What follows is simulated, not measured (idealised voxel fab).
process module | voxel ribs on slabs
cross-section cut | 195 nm wide | cells 5 nm
A cross-section is a grid of square cells, given in bands from the top down. A band is one or more rows of cells.
Each band's line starts with the height of the band's top and of its bottom, in nm. Then come its materials from left to right, each with its width in nm. One material with "throughout" fills the band from edge to edge. "air" is empty space.
Height 0 is the level under which the wafer as received is all one material. The lowest band goes on downwards, as in "0 down".
A width such as "30 to 40" changes by the same amount from each row of cells to the next, from the band's top row to its bottom row.
"no change" after a step means that no cell of the cross-section changed.
closed voids: empty space of 8 cells or more with no open way to the top, each as width x height at its distance from the left edge, in nm
after a step's settings: what the simulator itself notes on the step
overlay nm, on a step with a mask: how far to the right of its planned place the mask lay; to the left if negative
plan
1 op RECEIVE | material Si
2 op DIRECTIONAL_DEP | material SiO2 | thk nm 20
3 op DIRECTIONAL_DEP | material SiN | thk nm 20
4 op PATTERN | tone cover | mask id RIB | material resist | width nm 30 | thk nm 20 | overlay nm 0
5 op DIRECTIONAL_ETCH | etch materials SiN | depth nm 10
6 op STRIP | etch materials resist
7 op PATTERN | tone cover | mask id SLAB | material resist | width nm 60 | thk nm 15 | overlay nm 0
8 op DIRECTIONAL_ETCH | etch materials SiN | depth nm 10
9 op STRIP | etch materials resist
10 op FILL_DEP | material SiO2 | thk nm 25
11 op CMP | height nm 55
12 op DIRECTIONAL_DEP | material W | thk nm 5
13 op PATTERN | tone cover | mask id HEATER | material resist | width nm 40 | thk nm 20 | overlay nm 0
14 op DIRECTIONAL_ETCH | etch materials W | depth nm 5
15 op STRIP | etch materials resist
16 op CONFORMAL_DEP | material SiN | thk nm 5
as received, after step 1
  0 down: Si throughout
  closed voids: none
a wafer at the end: this start, this plan, one mistake
  65 to 60: air 70 | SiN 50 | air 75
  60 to 55: SiN 75 | W 40 | SiN 80
  55 to 40: SiO2 throughout
  40 to 25: SiO2 80 | SiN 30 | SiO2 85
  25 to 20: SiO2 65 | SiN 60 | SiO2 70
  20 to 0: SiO2 throughout
  0 down: Si throughout
  closed voids: none
what went wrong: step 5 ran as: op DIRECTIONAL_ETCH | etch materials SiN | depth nm 15
